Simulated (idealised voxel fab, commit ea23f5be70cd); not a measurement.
process module | voxel capacitor over wiring
cross-section cut | 190 nm wide | cells 5 nm
A cross-section is a grid of square cells, given in bands from the top down. A band is one or more rows of cells.
Each band's line starts with the height of the band's top and of its bottom, in nm. Then come its materials from left to right, each with its width in nm. One material with "throughout" fills the band from edge to edge. "air" is empty space.
Height 0 is the level under which the wafer as received is all one material. The lowest band goes on downwards, as in "0 down".
A width such as "30 to 40" changes by the same amount from each row of cells to the next, from the band's top row to its bottom row.
"no change" after a step means that no cell of the cross-section changed.
closed voids: empty space of 8 cells or more with no open way to the top, each as width x height at its distance from the left edge, in nm
after a step's settings: what the simulator itself notes on the step
overlay nm, on a step with a mask: how far to the right of its planned place the mask lay; to the left if negative
plan
1 op RECEIVE | material Si
2 op CONFORMAL_DEP | material SiO2 | thk nm 10
3 op CONFORMAL_DEP | material SiCN | thk nm 5
4 op DIRECTIONAL_DEP | material SiO2 | thk nm 20
5 op MASKED_ETCH | tone open | mask id METAL_1 | width nm 25 | pitch nm 75 | etch materials SiO2 | depth nm 20 | overlay nm 0
6 op MASKED_ETCH | tone open | mask id METAL_1 | width nm 25 | pitch nm 75 | etch materials SiCN | depth nm 5 | overlay nm 0
7 op CONFORMAL_DEP | material TiN | thk nm 5
8 op FILL_DEP | material Ru | thk nm 10
9 op CMP | height nm 35
10 op CONFORMAL_DEP | material SiCN | thk nm 5
11 op DIRECTIONAL_DEP | material SiO2 | thk nm 10
12 op PATTERN | tone open | mask id PLUG_1 | material resist | width nm 15 | thk nm 15 | overlay nm 0
13 op DIRECTIONAL_ETCH | etch materials SiO2 | depth nm 20
14 op DIRECTIONAL_ETCH | etch materials SiCN | depth nm 5
15 op STRIP | etch materials resist
16 op EPI | material Ru | thk nm 10
17 op EPI | material Ru | thk nm 10
18 op EPI | material Ru | thk nm 5
19 op DIRECTIONAL_DEP | material TiN | thk nm 5
20 op DIRECTIONAL_DEP | material SiN | thk nm 5
21 op DIRECTIONAL_DEP | material TiN | thk nm 10
22 op DIRECTIONAL_DEP | material aC | thk nm 10
23 op PATTERN | tone cover | mask id UPPER_PLATE | material resist | width nm 55 | thk nm 30 | overlay nm 0
24 op DIRECTIONAL_ETCH | etch materials aC | depth nm 10
25 op STRIP | etch materials resist
26 op DIRECTIONAL_ETCH | etch materials TiN | depth nm 10
27 op DIRECTIONAL_ETCH | etch materials SiN | depth nm 5
28 op STRIP | etch materials aC
29 op DIRECTIONAL_DEP | material aC | thk nm 10
30 op PATTERN | tone cover | mask id LOWER_PLATE | material resist | width nm 65 | thk nm 30 | overlay nm 0
31 op DIRECTIONAL_ETCH | etch materials aC | depth nm 10
32 op STRIP | etch materials resist
33 op DIRECTIONAL_ETCH | etch materials TiN | depth nm 5
34 op STRIP | etch materials aC
35 op FILL_DEP | material SiO2 | thk nm 20
36 op CMP | height nm 95
37 op MASKED_ETCH | tone open | mask id PLUG_2 | width nm 15 | etch materials SiO2 | depth nm 15 | overlay nm 0
38 op CONFORMAL_DEP | material TiN | thk nm 5
39 op FILL_DEP | material Ru | thk nm 5
40 op CMP | height nm 95
41 op CONFORMAL_DEP | material SiN | thk nm 5
varied across the wafers: thk nm of step 11. The plan shows the first wafer's value. All wafers start alike
first wafer as received, after step 1
  0 down: Si throughout
  closed voids: none
each wafer at the end: cells of each material gained (+) or lost (-) since it was received, then its closed voids
thk nm 10 | +49 Ru | +63 SiCN | +49 SiN | +531 SiO2 | +68 TiN | closed voids: none
thk nm 15 | +43 Ru | +63 SiCN | +49 SiN | +537 SiO2 | +68 TiN | closed voids: none
thk nm 20 | +41 Ru | +63 SiCN | +49 SiN | +539 SiO2 | +68 TiN | closed voids: none
thk nm 25 | +25 Ru | +66 SiCN | +49 SiN | +553 SiO2 | +67 TiN | closed voids: none
thk nm 30 | +24 Ru | +66 SiCN | +49 SiN | +555 SiO2 | +66 TiN | closed voids: none
thk nm 35 | +24 Ru | +66 SiCN | +49 SiN | +557 SiO2 | +64 TiN | closed voids: none
